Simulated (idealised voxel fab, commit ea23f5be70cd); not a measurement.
Process module under the name voxel trench capacitor
Square cell edge 5 nm, section width 210 nm, ID cut.
The cross-sections in this document take the form of a grid made of square cells. They are written out as bands, in order from top to bottom. Each band consists of one or more rows of cells. Look at the band entry: it leads with the top's height and the bottom's height in nm. Then it lists the materials left to right, with a width in nm for each. The word "edge to edge" on a single material says that material fills the band edge to edge. The word "empty" is empty space. The reference from which all heights are counted is 0, the level beneath which the as-received wafer is entirely one material; the lowest band, having no lower bound, proceeds downward and is written after the example "z 0 and below". A width such as "30 to 40" changes by the same amount from each row of cells to the next, from the band's top row to its bottom row. "nothing different" -> step changed no cross-section cell. "Trapped voids": empty spaces of 8 cells or more with no open way to the top, each given as width x height at distance, distance from the left edge, all in nm. Past the settings on a step's line: simulator remark, on that step. On any step carrying a mask, the "overlay nm" setting, if present on the step's line, tells how far right of its planned place the mask lay; negative values point to the left.

List of planned process steps:
1,RECEIVE, material Si
2,CONFORMAL_DEP, material SiN, thk nm 10
3,PATTERN, tone open, mask id TRENCH, material resist, width nm 20, pitch nm 35, thk nm 15, overlay nm 0
4,DIRECTIONAL_ETCH, etch materials SiN, depth nm 10
5,DIRECTIONAL_ETCH, etch materials Si, depth nm 25
6,STRIP, etch materials resist
7,CONFORMAL_DEP, material SiO2, thk nm 5
8,FILL_DEP, material polySi, thk nm 5
9,CMP, height nm 10

This is the cross-section of the wafer as we received it, i.e. after step 1:
- z 0 and below  Si edge to edge
- Trapped voids: none

First of two wafers: cross-section at end of module, run per plan:
- z 10 to 0  SiN (40); SiO2 (5); polySi (10); SiO2 (5); SiN (15); SiO2 (5); polySi (10); SiO2 (5); SiN (15); SiO2 (5); polySi (10); SiO2 (5); SiN (15); SiO2 (5); polySi (10); SiO2 (5); SiN (45)
- z 0 to -20  Si (40); SiO2 (5); polySi (10); SiO2 (5); Si (15); SiO2 (5); polySi (10); SiO2 (5); Si (15); SiO2 (5); polySi (10); SiO2 (5); Si (15); SiO2 (5); polySi (10); SiO2 (5); Si (45)
- z -20 to -25  Si (40); SiO2 (20); Si (15); SiO2 (20); Si (15); SiO2 (20); Si (15); SiO2 (20); Si (45)
- z -25 and below  Si edge to edge
- Trapped voids: none

Cross-sectional view: second of two wafers, end of module; start and plan identical to the first, one mistake in running:
- z 10 to 5  SiO2 (45); polySi (10); SiO2 (25); polySi (10); SiO2 (25); polySi (10); SiO2 (25); polySi (10); SiO2 (50)
- z 5 to 0  SiN (40); SiO2 (5); polySi (10); SiO2 (5); SiN (15); SiO2 (5); polySi (10); SiO2 (5); SiN (15); SiO2 (5); polySi (10); SiO2 (5); SiN (15); SiO2 (5); polySi (10); SiO2 (5); SiN (45)
- z 0 to -20  Si (40); SiO2 (5); polySi (10); SiO2 (5); Si (15); SiO2 (5); polySi (10); SiO2 (5); Si (15); SiO2 (5); polySi (10); SiO2 (5); Si (15); SiO2 (5); polySi (10); SiO2 (5); Si (45)
- z -20 to -25  Si (40); SiO2 (20); Si (15); SiO2 (20); Si (15); SiO2 (20); Si (15); SiO2 (20); Si (45)
- z -25 and below  Si edge to edge
- Trapped voids: none
It is concluded that the wafer was processed incorrectly with respect to the plan, in that planned and actual differ for step 2; actual: CONFORMAL_DEP, material SiN, thk nm 5
End of process, cell counts, second wafer against first, materials with more or fewer: SiN: 26 fewer, SiO2: 26 more
